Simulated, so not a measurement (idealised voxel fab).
Process module in this document: voxel ribs on slabs
Pictured: cross-section cut, 180 nm wide, on a grid of 5 nm square cells.
Format of a cross-section: grid, square cells. Given as bands. Order: top down. Band: one or more rows of cells.
What a band's entry tells you: where the top is and where the bottom is, as heights in nm, and after that what lies inside, material by material from left to right, each with its width in nm. Empty space is written as the word "empty", and a single material marked with the word "all across" occupies the band from edge to edge.
Heights are reckoned from 0. Under this level, the received wafer is all of one material. The bottommost band is open-ended downward, for example "from 0 down".
The width entry "30->40" should be interpreted row by row: the top row of cells in the band takes the first number, the bottom row takes the second number, and the change between adjacent rows is uniform throughout.
Take "nothing altered" at face value: in the step it is given for, the cross-section changed in none of its cells.
You'll see "Closed void list" listing empty spaces that have no way open to the top, as long as they're 8 cells or more; the notation is width x height at distance, where the distance is from the left edge, and all of it is in nm.
It should be noted that, on the line of a given step, the content following the step's settings is a remark produced by the simulator itself with respect to that step.
For masked steps, "overlay nm" on the step line gives how far right of plan the mask actually lay; a minus sign means it lay to the left.

THIS SECTION LISTS THE PROCESS STEPS THAT WERE PLANNED
1,RECEIVE (material Si)
2,DIRECTIONAL_DEP (material SiO2; thk nm 20)
3,DIRECTIONAL_DEP (material SiN; thk nm 15)
4,DIRECTIONAL_DEP (material aC; thk nm 15)
5,PATTERN (tone cover; mask id RIB; material resist; width nm 20; thk nm 35; overlay nm 0)
6,DIRECTIONAL_ETCH (etch materials aC; depth nm 15)
7,STRIP (etch materials resist)
8,DIRECTIONAL_ETCH (etch materials SiN; depth nm 5)
9,STRIP (etch materials aC)
10,DIRECTIONAL_DEP (material aC; thk nm 10)
11,PATTERN (tone cover; mask id SLAB; material resist; width nm 60; thk nm 30; overlay nm 0)
12,DIRECTIONAL_ETCH (etch materials aC; depth nm 10)
13,STRIP (etch materials resist)
14,DIRECTIONAL_ETCH (etch materials SiN; depth nm 10)
15,STRIP (etch materials aC)
16,FILL_DEP (material SiO2; thk nm 20)
17,CMP (height nm 50)
18,DIRECTIONAL_DEP (material TiN; thk nm 10)
19,DIRECTIONAL_DEP (material aC; thk nm 15)
20,PATTERN (tone cover; mask id HEATER; material resist; width nm 30; thk nm 35; overlay nm 0)
21,DIRECTIONAL_ETCH (etch materials aC; depth nm 15)
22,STRIP (etch materials resist)
23,DIRECTIONAL_ETCH (etch materials TiN; depth nm 10)
24,STRIP (etch materials aC)
25,CONFORMAL_DEP (material SiO2; thk nm 10)

INCOMING WAFER IN CROSS-SECTION (STATE: AFTER STEP 1)
> from 0 down: Si all across
> Closed void list: none

STARTING WAFER: ABOVE. PLAN: ABOVE. RUN: ONE MISTAKE. CROSS-SECTION AFTER THE MODULE: BELOW
> from 70 to 60: empty (65), SiO2 (50), empty (65)
> from 60 to 50: SiO2 (75), TiN (30), SiO2 (75)
> from 50 to 35: SiO2 all across
> from 35 to 30: SiO2 (80), SiN (20), SiO2 (80)
> from 30 to 20: SiO2 (70), SiN (60), SiO2 (50)
> from 20 to 0: SiO2 all across
> from 0 down: Si all across
> Closed void list: none
Finding, execution versus plan: off-plan run, step 11, actual operation and settings PATTERN (tone cover; mask id SLAB; material resist; width nm 60; thk nm 30; overlay nm 10)
